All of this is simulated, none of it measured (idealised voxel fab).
The name of this process module is voxel transistor to metal.
Cross-sectional view cut (width: 280 nm; square cell size: 5 nm).
For the purposes of this document, a cross-section shall be understood as a grid of square cells, specified as bands listed in top-to-bottom order, each band consisting of one or more rows of cells. It is stipulated that each band's entry specify, in nanometres, the height of the top of the band and then that of its bottom, followed by the materials of the band in left-to-right sequence, each together with its width in nanometres. A single material marked by the word "all across" is understood to fill the band from edge to edge; the word "empty" is understood to denote empty space. Heights from 0 (as-received wafer is one material below). Bottom band endless downward, as "0 -> down". Top row gets the first number, bottom row gets the second, and each row in between changes by the same step: that is how a band width like "30 to 40" works. Where a step carries "everything unchanged", the cross-section came out of it unchanged, cell for cell. Enclosed void inventory: empty space of 8 cells or more with no open way to the top, each as width x height at its distance from the left edge, in nm. Past the settings on a step's line: simulator remark, on that step. Among the settings permitted on a step's line is "overlay nm"; applied to a step with a mask, it specifies the extent to which the mask lay to the right of its planned position, whereas a negative figure signifies a position to the left.

## The following list gives the planned process steps
1 RECEIVE, material Si
2 OXIDIZE, depth nm 5
3 CONFORMAL_DEP, material SiN, thk nm 10
4 MASKED_ETCH, tone cover, mask id ACTIVE, width nm 105, pitch nm 125, etch materials SiN, depth nm 10, overlay nm 0
5 MASKED_ETCH, tone cover, mask id ACTIVE, width nm 105, pitch nm 125, etch materials SiO2, depth nm 5, overlay nm 0
6 MASKED_ETCH, tone cover, mask id ACTIVE, width nm 105, pitch nm 125, etch materials Si, depth nm 35, overlay nm 0
7 FILL_DEP, material SiO2, thk nm 5
8 CMP, height nm 10
9 SELECTIVE_ETCH, etch materials SiO2, depth nm 10
10 STRIP, etch materials SiN
11 SELECTIVE_ETCH, etch materials SiO2, depth nm 5
12 OXIDIZE, depth nm 5
13 DIRECTIONAL_DEP, material polySi, thk nm 20
14 DIRECTIONAL_DEP, material SiCN, thk nm 15
15 PATTERN, tone cover, mask id GATE, material resist, width nm 25, pitch nm 125, thk nm 15, overlay nm 0
16 DIRECTIONAL_ETCH, etch materials SiCN, depth nm 25
17 DIRECTIONAL_ETCH, etch materials polySi, depth nm 30
18 STRIP, etch materials resist
19 CONFORMAL_DEP, material SiO2, thk nm 5
20 DIRECTIONAL_ETCH, etch materials SiO2, depth nm 5
21 CONFORMAL_DEP, material SiN, thk nm 5
22 DIRECTIONAL_ETCH, etch materials SiN, depth nm 5
23 DIRECTIONAL_ETCH, etch materials SiO2, depth nm 5
24 DIRECTIONAL_ETCH, etch materials Si, depth nm 10
25 EPI, material SiGe, thk nm 10
26 FILL_DEP, material SiO2, thk nm 5
27 CMP, height nm 30
28 DIRECTIONAL_DEP, material SiO2, thk nm 10
29 MASKED_ETCH, tone open, mask id CONTACT, width nm 20, etch materials SiO2, depth nm 50, overlay nm 0
30 CONFORMAL_DEP, material TiN, thk nm 5
31 FILL_DEP, material W, thk nm 5
32 CMP, height nm 40
33 CONFORMAL_DEP, material SiN, thk nm 5
34 DIRECTIONAL_DEP, material lowk, thk nm 15
35 PATTERN, tone open, mask id METAL_1, material resist, width nm 20, thk nm 15, overlay nm 0
36 DIRECTIONAL_ETCH, etch materials lowk, depth nm 15
37 DIRECTIONAL_ETCH, etch materials SiN, depth nm 5
38 STRIP, etch materials resist
39 CONFORMAL_DEP, material TiN, thk nm 5
40 FILL_DEP, material Cu, thk nm 5
41 CMP, height nm 60
42 CONFORMAL_DEP, material SiCN, thk nm 5
43 DIRECTIONAL_DEP, material SiO2, thk nm 30
44 MASKED_ETCH, tone open, mask id METAL_2_HOLES, width nm 15, pitch nm 125, etch materials SiO2, depth nm 30, overlay nm 0
45 MASKED_ETCH, tone open, mask id METAL_2, width nm 20, pitch nm 125, etch materials SiO2, depth nm 15, overlay nm 0
46 MASKED_ETCH, tone open, mask id METAL_2, width nm 20, pitch nm 125, etch materials SiCN, depth nm 5, overlay nm 0
47 CONFORMAL_DEP, material TiN, thk nm 5
48 FILL_DEP, material Cu, thk nm 5
49 CMP, height nm 95
50 CONFORMAL_DEP, material SiCN, thk nm 5

## Incoming wafer in cross-section (state: after step 1)
* 0 -> down  Si all across
* Enclosed void inventory: none

## Here's the cross-section of the first of our two wafers at the end of the module - it ran as planned
* 100 -> 95  SiCN all across
* 95 -> 85  SiO2 30 / TiN 5 / Cu 10 / TiN 5 / SiO2 105 / TiN 5 / Cu 10 / TiN 5 / SiO2 105
* 85 -> 80  SiO2 30 / TiN 5 / Cu 5 / TiN 10 / SiO2 105 / TiN 5 / Cu 5 / TiN 10 / SiO2 105
* 80 -> 65  SiO2 30 / TiN 5 / Cu 5 / TiN 5 / SiO2 110 / TiN 5 / Cu 5 / TiN 5 / SiO2 110
* 65 -> 60  SiCN 30 / TiN 15 / SiCN 110 / TiN 15 / SiCN 110
* 60 -> 45  lowk 30 / TiN 5 / Cu 10 / TiN 5 / lowk 55 / TiN 5 / Cu 10 / TiN 5 / lowk 30 / TiN 5 / Cu 10 / TiN 5 / lowk 55 / TiN 5 / Cu 10 / TiN 5 / lowk 30
* 45 -> 40  SiN 30 / TiN 20 / SiN 55 / TiN 20 / SiN 30 / TiN 20 / SiN 55 / TiN 20 / SiN 30
* 40 -> 30  SiO2 30 / TiN 5 / W 10 / TiN 5 / SiO2 55 / TiN 5 / W 10 / TiN 5 / SiO2 30 / TiN 5 / W 10 / TiN 5 / SiO2 55 / TiN 5 / W 10 / TiN 5 / SiO2 30
* 30 -> 15  SiO2 30 / TiN 5 / W 10 / TiN 5 / SiO2 5 / SiN 5 / SiO2 5 / SiCN 25 / SiO2 5 / SiN 5 / SiO2 5 / TiN 5 / W 10 / TiN 5 / SiO2 30 / TiN 5 / W 10 / TiN 5 / SiO2 5 / SiN 5 / SiO2 5 / SiCN 25 / SiO2 5 / SiN 5 / SiO2 5 / TiN 5 / W 10 / TiN 5 / SiO2 30
* 15 -> 5  SiO2 30 / TiN 5 / W 10 / TiN 5 / SiO2 5 / SiN 5 / SiO2 5 / polySi 25 / SiO2 5 / SiN 5 / SiO2 5 / TiN 5 / W 10 / TiN 5 / SiO2 30 / TiN 5 / W 10 / TiN 5 / SiO2 5 / SiN 5 / SiO2 5 / polySi 25 / SiO2 5 / SiN 5 / SiO2 5 / TiN 5 / W 10 / TiN 5 / SiO2 30
* 5 -> 0  SiO2 30 / TiN 5 / W 5 / TiN 10 / SiO2 5 / SiN 5 / SiO2 5 / polySi 25 / SiO2 5 / SiN 5 / SiO2 5 / TiN 10 / W 5 / TiN 5 / SiO2 30 / TiN 5 / W 5 / TiN 10 / SiO2 5 / SiN 5 / SiO2 5 / polySi 25 / SiO2 5 / SiN 5 / SiO2 5 / TiN 10 / W 5 / TiN 5 / SiO2 30
* 0 -> -5  SiO2 30 / TiN 5 / W 5 / TiN 5 / SiGe 10 / SiN 5 / SiO2 5 / polySi 25 / SiO2 5 / SiN 5 / SiGe 10 / TiN 5 / W 5 / TiN 5 / SiO2 30 / TiN 5 / W 5 / TiN 5 / SiGe 10 / SiN 5 / SiO2 5 / polySi 25 / SiO2 5 / SiN 5 / SiGe 10 / TiN 5 / W 5 / TiN 5 / SiO2 30
* -5 -> -10  SiO2 30 / TiN 15 / SiGe 10 / SiO2 45 / SiGe 10 / TiN 15 / SiO2 30 / TiN 15 / SiGe 10 / SiO2 45 / SiGe 10 / TiN 15 / SiO2 30
* -10 -> -20  SiO2 25 / SiGe 30 / Si 45 / SiGe 30 / SiO2 20 / SiGe 30 / Si 45 / SiGe 30 / SiO2 25
* -20 -> -40  SiO2 25 / Si 105 / SiO2 20 / Si 105 / SiO2 25
* -40 -> down  Si all across
* Enclosed void inventory: none

## So this is wafer number two of the two, cut at the end of the module - it started where the first did and had the same plan, we just got one thing wrong running it
* 100 -> 95  SiCN all across
* 95 -> 85  SiO2 30 / TiN 5 / Cu 10 / TiN 5 / SiO2 105 / TiN 5 / Cu 10 / TiN 5 / SiO2 105
* 85 -> 80  SiO2 30 / TiN 5 / Cu 5 / TiN 10 / SiO2 105 / TiN 5 / Cu 5 / TiN 10 / SiO2 105
* 80 -> 65  SiO2 30 / TiN 5 / Cu 5 / TiN 5 / SiO2 110 / TiN 5 / Cu 5 / TiN 5 / SiO2 110
* 65 -> 60  SiCN 30 / TiN 15 / SiCN 110 / TiN 15 / SiCN 110
* 60 -> 45  lowk 30 / TiN 5 / Cu 10 / TiN 5 / lowk 55 / TiN 5 / Cu 10 / TiN 5 / lowk 30 / TiN 5 / Cu 10 / TiN 5 / lowk 55 / TiN 5 / Cu 10 / TiN 5 / lowk 30
* 45 -> 40  SiN 30 / TiN 20 / SiN 55 / TiN 20 / SiN 30 / TiN 20 / SiN 55 / TiN 20 / SiN 30
* 40 -> 30  SiO2 30 / TiN 5 / W 10 / TiN 5 / SiO2 55 / TiN 5 / W 10 / TiN 5 / SiO2 30 / TiN 5 / W 10 / TiN 5 / SiO2 55 / TiN 5 / W 10 / TiN 5 / SiO2 30
* 30 -> 25  SiO2 30 / TiN 5 / W 10 / TiN 5 / SiO2 5 / SiN 5 / SiO2 5 / SiCN 25 / SiO2 5 / SiN 5 / SiO2 5 / TiN 5 / W 10 / TiN 5 / SiO2 30 / TiN 5 / W 10 / TiN 5 / SiO2 5 / SiN 5 / SiO2 5 / SiCN 25 / SiO2 5 / SiN 5 / SiO2 5 / TiN 5 / W 10 / TiN 5 / SiO2 30
* 25 -> 20  SiO2 30 / TiN 20 / SiO2 5 / SiN 5 / SiO2 5 / SiCN 25 / SiO2 5 / SiN 5 / SiO2 5 / TiN 20 / SiO2 30 / TiN 20 / SiO2 5 / SiN 5 / SiO2 5 / SiCN 25 / SiO2 5 / SiN 5 / SiO2 5 / TiN 20 / SiO2 30
* 20 -> 15  SiCN all across
* 15 -> -5  polySi all across
* -5 -> -10  SiO2 all across
* -10 -> -40  SiO2 25 / Si 105 / SiO2 20 / Si 105 / SiO2 25
* -40 -> down  Si all across
* Enclosed void inventory: none
Heads up, the wafer didn't run the way we planned it: step 14 of the plan was carried out twice
Upon completion, the second wafer contains, in terms of cells, a greater or smaller amount of certain materials than the first wafer: 48 more of Si, 46 more of SiCN, 64 fewer of SiGe, 20 fewer of SiN, 106 fewer of SiO2, 48 fewer of TiN, 40 fewer of W, 184 more of polySi
